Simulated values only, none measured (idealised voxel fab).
The process module that follows is named voxel self aligned contacts.
FYI the section here is cut, 205 nm wide, cells are 5 nm squares.
Bands, listed from the top down, are how a cross-section gets written in this document; the cross-section itself is a grid of square cells, and a band is one or more rows of them.
The entry gives the band's vertical extent as a top height and a bottom height in nm, then its horizontal make-up as materials from left to right, each with a width in nm. "blank" stands for empty space; a single material marked "all across" fills the band edge to edge.
Height is counted from the level 0, under which the received wafer is composed throughout of one material. The lowest of the bands is not closed at the bottom but continues downward, in the notation "0 nm and below".
Top row gets the first number, bottom row gets the second, and each row in between changes by the same step: that is how a band width like "30->40" works.
The cross-section has no changed cell in any step marked "no modification".
Look at "Enclosed void list" for the closed voids: empty spaces with no open path to the top, sized 8 cells or up. Each is width x height at distance, distance from the left edge, all nm.
Read whatever lies past the settings on a step's line as the simulator's own remark about the step.
For masked steps, "overlay nm" on the step line gives how far right of plan the mask actually lay; a minus sign means it lay to the left.
Planned step list for the process
step 1: RECEIVE with material Si
step 2: OXIDIZE with depth nm 5
step 3: DIRECTIONAL_DEP with material polySi, thk nm 20
step 4: DIRECTIONAL_DEP with material SiN, thk nm 15
step 5: DIRECTIONAL_DEP with material aC, thk nm 10
step 6: PATTERN with tone cover, mask id GATE, material resist, width nm 30, pitch nm 55, thk nm 25, overlay nm 0
step 7: DIRECTIONAL_ETCH with etch materials aC, depth nm 10
step 8: STRIP with etch materials resist
step 9: DIRECTIONAL_ETCH with etch materials SiN, depth nm 15
step 10: DIRECTIONAL_ETCH with etch materials polySi, depth nm 20
step 11: STRIP with etch materials aC
step 12: CONFORMAL_DEP with material SiN, thk nm 5
step 13: DIRECTIONAL_ETCH with etch materials SiN, depth nm 5
step 14: FILL_DEP with material SiO2, thk nm 15
step 15: CMP with height nm 40
step 16: DIRECTIONAL_DEP with material aC, thk nm 10
step 17: PATTERN with tone open, mask id CONTACT, material resist, width nm 35, pitch nm 55, thk nm 30, overlay nm 0
step 18: DIRECTIONAL_ETCH with etch materials aC, depth nm 10
step 19: STRIP with etch materials resist
step 20: DIRECTIONAL_ETCH with etch materials SiO2, depth nm 45
step 21: STRIP with etch materials aC
step 22: CONFORMAL_DEP with material TiN, thk nm 5
step 23: FILL_DEP with material Ru, thk nm 10
step 24: CMP with height nm 40
step 25: CONFORMAL_DEP with material SiN, thk nm 5
The first of a set of two wafers, run to plan
Here's what the wafer looked like in cross-section when it arrived - that's after step 1
	0 nm and below  Si all across
	Enclosed void list: none
Wafer section view after processing step 2
	0 nm to -5 nm  SiO2 all across
	Note: structure below -5 unchanged.
Wafer section view after processing step 3
	20 nm to 0 nm  polySi all across
	Note: structure below 0 unchanged.
Wafer section view after processing step 4
	35 nm to 20 nm  SiN all across
	Note: structure below 20 unchanged.
Wafer section view after processing step 5
	45 nm to 35 nm  aC all across
	Note: structure below 35 unchanged.
Wafer section view after processing step 6
	70 nm to 45 nm  30 of blank, then 30 of resist, then 25 of blank, then 30 of resist, then 25 of blank, then 30 of resist, then 35 of blank
	Note: structure below 45 unchanged.
Wafer section view after processing step 7
	60 nm to 45 nm  30 of blank, then 30 of resist, then 25 of blank, then 30 of resist, then 25 of blank, then 30 of resist, then 35 of blank
	45 nm to 35 nm  30 of blank, then 30 of aC, then 25 of blank, then 30 of aC, then 25 of blank, then 30 of aC, then 35 of blank
	Note: structure below 35 unchanged.
Wafer section view after processing step 8
	45 nm to 35 nm  30 of blank, then 30 of aC, then 25 of blank, then 30 of aC, then 25 of blank, then 30 of aC, then 35 of blank
	Note: structure below 35 unchanged.
Wafer section view after processing step 9
	45 nm to 35 nm  30 of blank, then 30 of aC, then 25 of blank, then 30 of aC, then 25 of blank, then 30 of aC, then 35 of blank
	35 nm to 20 nm  30 of blank, then 30 of SiN, then 25 of blank, then 30 of SiN, then 25 of blank, then 30 of SiN, then 35 of blank
	Note: structure below 20 unchanged.
Wafer section view after processing step 10
	45 nm to 35 nm  30 of blank, then 30 of aC, then 25 of blank, then 30 of aC, then 25 of blank, then 30 of aC, then 35 of blank
	35 nm to 20 nm  30 of blank, then 30 of SiN, then 25 of blank, then 30 of SiN, then 25 of blank, then 30 of SiN, then 35 of blank
	20 nm to 0 nm  30 of blank, then 30 of polySi, then 25 of blank, then 30 of polySi, then 25 of blank, then 30 of polySi, then 35 of blank
	Note: structure below 0 unchanged.
Wafer section view after processing step 11
	35 nm to 20 nm  30 of blank, then 30 of SiN, then 25 of blank, then 30 of SiN, then 25 of blank, then 30 of SiN, then 35 of blank
	Note: structure below 20 unchanged.
Wafer section view after processing step 12
	40 nm to 20 nm  25 of blank, then 40 of SiN, then 15 of blank, then 40 of SiN, then 15 of blank, then 40 of SiN, then 30 of blank
	20 nm to 5 nm  25 of blank, then 5 of SiN, then 30 of polySi, then 5 of SiN, then 15 of blank, then 5 of SiN, then 30 of polySi, then 5 of SiN, then 15 of blank, then 5 of SiN, then 30 of polySi, then 5 of SiN, then 30 of blank
	5 nm to 0 nm  30 of SiN, then 30 of polySi, then 25 of SiN, then 30 of polySi, then 25 of SiN, then 30 of polySi, then 35 of SiN
	Note: structure below 0 unchanged.
Wafer section view after processing step 13
	35 nm to 20 nm  25 of blank, then 40 of SiN, then 15 of blank, then 40 of SiN, then 15 of blank, then 40 of SiN, then 30 of blank
	20 nm to 0 nm  25 of blank, then 5 of SiN, then 30 of polySi, then 5 of SiN, then 15 of blank, then 5 of SiN, then 30 of polySi, then 5 of SiN, then 15 of blank, then 5 of SiN, then 30 of polySi, then 5 of SiN, then 30 of blank
	Note: structure below 0 unchanged.
Wafer section view after processing step 14
	50 nm to 35 nm  SiO2 all across
	35 nm to 20 nm  25 of SiO2, then 40 of SiN, then 15 of SiO2, then 40 of SiN, then 15 of SiO2, then 40 of SiN, then 30 of SiO2
	20 nm to 0 nm  25 of SiO2, then 5 of SiN, then 30 of polySi, then 5 of SiN, then 15 of SiO2, then 5 of SiN, then 30 of polySi, then 5 of SiN, then 15 of SiO2, then 5 of SiN, then 30 of polySi, then 5 of SiN, then 30 of SiO2
	Note: structure below 0 unchanged.
Wafer section view after processing step 15
	40 nm to 35 nm  SiO2 all across
	Note: structure below 35 unchanged.
Wafer section view after processing step 16
	50 nm to 40 nm  aC all across
	Note: structure below 40 unchanged.
Wafer section view after processing step 17
	80 nm to 50 nm  55 of resist, then 35 of blank, then 20 of resist, then 35 of blank, then 60 of resist
	Note: structure below 50 unchanged.
Wafer section view after processing step 18
	70 nm to 50 nm  55 of resist, then 35 of blank, then 20 of resist, then 35 of blank, then 60 of resist
	50 nm to 40 nm  55 of aC, then 35 of blank, then 20 of aC, then 35 of blank, then 60 of aC
	Note: structure below 40 unchanged.
Wafer section view after processing step 19
	50 nm to 40 nm  55 of aC, then 35 of blank, then 20 of aC, then 35 of blank, then 60 of aC
	Note: structure below 40 unchanged.
Wafer section view after processing step 20
	50 nm to 40 nm  55 of aC, then 35 of blank, then 20 of aC, then 35 of blank, then 60 of aC
	40 nm to 35 nm  55 of SiO2, then 35 of blank, then 20 of SiO2, then 35 of blank, then 60 of SiO2
	35 nm to 20 nm  25 of SiO2, then 40 of SiN, then 15 of blank, then 40 of SiN, then 15 of blank, then 40 of SiN, then 30 of SiO2
	20 nm to 0 nm  25 of SiO2, then 5 of SiN, then 30 of polySi, then 5 of SiN, then 15 of blank, then 5 of SiN, then 30 of polySi, then 5 of SiN, then 15 of blank, then 5 of SiN, then 30 of polySi, then 5 of SiN, then 30 of SiO2
	0 nm to -5 nm  65 of SiO2, then 15 of blank, then 40 of SiO2, then 15 of blank, then 70 of SiO2
	Note: structure below -5 unchanged.
Wafer section view after processing step 21
	40 nm to 35 nm  55 of SiO2, then 35 of blank, then 20 of SiO2, then 35 of blank, then 60 of SiO2
	Note: structure below 35 unchanged.
Wafer section view after processing step 22
	45 nm to 40 nm  60 of TiN, then 25 of blank, then 30 of TiN, then 25 of blank, then 65 of TiN
	40 nm to 35 nm  55 of SiO2, then 15 of TiN, then 5 of blank, then 15 of TiN, then 20 of SiO2, then 15 of TiN, then 5 of blank, then 15 of TiN, then 60 of SiO2
	35 nm to 20 nm  25 of SiO2, then 40 of SiN, then 5 of TiN, then 5 of blank, then 5 of TiN, then 40 of SiN, then 5 of TiN, then 5 of blank, then 5 of TiN, then 40 of SiN, then 30 of SiO2
	20 nm to 0 nm  25 of SiO2, then 5 of SiN, then 30 of polySi, then 5 of SiN, then 5 of TiN, then 5 of blank, then 5 of TiN, then 5 of SiN, then 30 of polySi, then 5 of SiN, then 5 of TiN, then 5 of blank, then 5 of TiN, then 5 of SiN, then 30 of polySi, then 5 of SiN, then 30 of SiO2
	0 nm to -5 nm  65 of SiO2, then 15 of TiN, then 40 of SiO2, then 15 of TiN, then 70 of SiO2
	Note: structure below -5 unchanged.
Wafer section view after processing step 23
	55 nm to 45 nm  Ru all across
	45 nm to 40 nm  60 of TiN, then 25 of Ru, then 30 of TiN, then 25 of Ru, then 65 of TiN
	40 nm to 35 nm  55 of SiO2, then 15 of TiN, then 5 of Ru, then 15 of TiN, then 20 of SiO2, then 15 of TiN, then 5 of Ru, then 15 of TiN, then 60 of SiO2
	35 nm to 20 nm  25 of SiO2, then 40 of SiN, then 5 of TiN, then 5 of Ru, then 5 of TiN, then 40 of SiN, then 5 of TiN, then 5 of Ru, then 5 of TiN, then 40 of SiN, then 30 of SiO2
	20 nm to 0 nm  25 of SiO2, then 5 of SiN, then 30 of polySi, then 5 of SiN, then 5 of TiN, then 5 of Ru, then 5 of TiN, then 5 of SiN, then 30 of polySi, then 5 of SiN, then 5 of TiN, then 5 of Ru, then 5 of TiN, then 5 of SiN, then 30 of polySi, then 5 of SiN, then 30 of SiO2
	Note: structure below 0 unchanged.
Wafer section view after processing step 24
	40 nm to 35 nm  55 of SiO2, then 15 of TiN, then 5 of Ru, then 15 of TiN, then 20 of SiO2, then 15 of TiN, then 5 of Ru, then 15 of TiN, then 60 of SiO2
	Note: structure below 35 unchanged.
Wafer section view after processing step 25
	45 nm to 40 nm  SiN all across
	Note: structure below 40 unchanged.
Regarding the second of the two wafers: it shared the first wafer's starting condition and process plan, yet one error occurred during its execution. Its history coincides with that of the first wafer up to and including step 1
Look at the second wafer in cross-section at the time step 2 ought to have finished
	20 nm to 0 nm  polySi all across
	Note: structure below 0 unchanged.
Look at the second wafer in cross-section at the time step 3 ought to have finished
	20 nm to 15 nm  SiO2 all across
	Note: structure below 15 unchanged.
Look at the second wafer in cross-section at the time step 4 ought to have finished
	35 nm to 20 nm  SiN all across
	Note: structure below 20 unchanged.
Look at the second wafer in cross-section at the time step 5 ought to have finished
	45 nm to 35 nm  aC all across
	Note: structure below 35 unchanged.
Look at the second wafer in cross-section at the time step 6 ought to have finished
	70 nm to 45 nm  30 of blank, then 30 of resist, then 25 of blank, then 30 of resist, then 25 of blank, then 30 of resist, then 35 of blank
	Note: structure below 45 unchanged.
Look at the second wafer in cross-section at the time step 7 ought to have finished
	60 nm to 45 nm  30 of blank, then 30 of resist, then 25 of blank, then 30 of resist, then 25 of blank, then 30 of resist, then 35 of blank
	45 nm to 35 nm  30 of blank, then 30 of aC, then 25 of blank, then 30 of aC, then 25 of blank, then 30 of aC, then 35 of blank
	Note: structure below 35 unchanged.
Look at the second wafer in cross-section at the time step 8 ought to have finished
	45 nm to 35 nm  30 of blank, then 30 of aC, then 25 of blank, then 30 of aC, then 25 of blank, then 30 of aC, then 35 of blank
	Note: structure below 35 unchanged.
Look at the second wafer in cross-section at the time step 9 ought to have finished
	45 nm to 35 nm  30 of blank, then 30 of aC, then 25 of blank, then 30 of aC, then 25 of blank, then 30 of aC, then 35 of blank
	35 nm to 20 nm  30 of blank, then 30 of SiN, then 25 of blank, then 30 of SiN, then 25 of blank, then 30 of SiN, then 35 of blank
	Note: structure below 20 unchanged.
Look at the second wafer in cross-section at the time step 10 ought to have finished: no modification
Look at the second wafer in cross-section at the time step 11 ought to have finished
	35 nm to 20 nm  30 of blank, then 30 of SiN, then 25 of blank, then 30 of SiN, then 25 of blank, then 30 of SiN, then 35 of blank
	Note: structure below 20 unchanged.
Look at the second wafer in cross-section at the time step 12 ought to have finished
	40 nm to 25 nm  25 of blank, then 40 of SiN, then 15 of blank, then 40 of SiN, then 15 of blank, then 40 of SiN, then 30 of blank
	25 nm to 20 nm  SiN all across
	Note: structure below 20 unchanged.
Look at the second wafer in cross-section at the time step 13 ought to have finished
	35 nm to 20 nm  25 of blank, then 40 of SiN, then 15 of blank, then 40 of SiN, then 15 of blank, then 40 of SiN, then 30 of blank
	Note: structure below 20 unchanged.
Look at the second wafer in cross-section at the time step 14 ought to have finished
	50 nm to 35 nm  SiO2 all across
	35 nm to 20 nm  25 of SiO2, then 40 of SiN, then 15 of SiO2, then 40 of SiN, then 15 of SiO2, then 40 of SiN, then 30 of SiO2
	Note: structure below 20 unchanged.
Look at the second wafer in cross-section at the time step 15 ought to have finished
	40 nm to 35 nm  SiO2 all across
	Note: structure below 35 unchanged.
Look at the second wafer in cross-section at the time step 16 ought to have finished
	50 nm to 40 nm  aC all across
	Note: structure below 40 unchanged.
Look at the second wafer in cross-section at the time step 17 ought to have finished
	80 nm to 50 nm  55 of resist, then 35 of blank, then 20 of resist, then 35 of blank, then 60 of resist
	Note: structure below 50 unchanged.
Look at the second wafer in cross-section at the time step 18 ought to have finished
	70 nm to 50 nm  55 of resist, then 35 of blank, then 20 of resist, then 35 of blank, then 60 of resist
	50 nm to 40 nm  55 of aC, then 35 of blank, then 20 of aC, then 35 of blank, then 60 of aC
	Note: structure below 40 unchanged.
Look at the second wafer in cross-section at the time step 19 ought to have finished
	50 nm to 40 nm  55 of aC, then 35 of blank, then 20 of aC, then 35 of blank, then 60 of aC
	Note: structure below 40 unchanged.
Look at the second wafer in cross-section at the time step 20 ought to have finished
	50 nm to 40 nm  55 of aC, then 35 of blank, then 20 of aC, then 35 of blank, then 60 of aC
	40 nm to 35 nm  55 of SiO2, then 35 of blank, then 20 of SiO2, then 35 of blank, then 60 of SiO2
	35 nm to 20 nm  25 of SiO2, then 40 of SiN, then 15 of blank, then 40 of SiN, then 15 of blank, then 40 of SiN, then 30 of SiO2
	20 nm to 15 nm  65 of SiO2, then 15 of blank, then 40 of SiO2, then 15 of blank, then 70 of SiO2
	Note: structure below 15 unchanged.
Look at the second wafer in cross-section at the time step 21 ought to have finished
	40 nm to 35 nm  55 of SiO2, then 35 of blank, then 20 of SiO2, then 35 of blank, then 60 of SiO2
	Note: structure below 35 unchanged.
Look at the second wafer in cross-section at the time step 22 ought to have finished
	45 nm to 40 nm  60 of TiN, then 25 of blank, then 30 of TiN, then 25 of blank, then 65 of TiN
	40 nm to 35 nm  55 of SiO2, then 15 of TiN, then 5 of blank, then 15 of TiN, then 20 of SiO2, then 15 of TiN, then 5 of blank, then 15 of TiN, then 60 of SiO2
	35 nm to 20 nm  25 of SiO2, then 40 of SiN, then 5 of TiN, then 5 of blank, then 5 of TiN, then 40 of SiN, then 5 of TiN, then 5 of blank, then 5 of TiN, then 40 of SiN, then 30 of SiO2
	20 nm to 15 nm  65 of SiO2, then 15 of TiN, then 40 of SiO2, then 15 of TiN, then 70 of SiO2
	Note: structure below 15 unchanged.
Look at the second wafer in cross-section at the time step 23 ought to have finished
	55 nm to 45 nm  Ru all across
	45 nm to 40 nm  60 of TiN, then 25 of Ru, then 30 of TiN, then 25 of Ru, then 65 of TiN
	40 nm to 35 nm  55 of SiO2, then 15 of TiN, then 5 of Ru, then 15 of TiN, then 20 of SiO2, then 15 of TiN, then 5 of Ru, then 15 of TiN, then 60 of SiO2
	35 nm to 20 nm  25 of SiO2, then 40 of SiN, then 5 of TiN, then 5 of Ru, then 5 of TiN, then 40 of SiN, then 5 of TiN, then 5 of Ru, then 5 of TiN, then 40 of SiN, then 30 of SiO2
	Note: structure below 20 unchanged.
Look at the second wafer in cross-section at the time step 24 ought to have finished
	40 nm to 35 nm  55 of SiO2, then 15 of TiN, then 5 of Ru, then 15 of TiN, then 20 of SiO2, then 15 of TiN, then 5 of Ru, then 15 of TiN, then 60 of SiO2
	Note: structure below 35 unchanged.
Look at the second wafer in cross-section at the time step 25 ought to have finished
	45 nm to 40 nm  SiN all across
	Note: structure below 40 unchanged.
The mistake made against the process plan was this: steps 2 and 3 run out of order (swapped)
The second wafer ends with more or fewer cells of some materials than the first, per final count: -8 Ru, +41 Si, -24 SiN, -44 SiO2, -16 TiN, +51 polySi
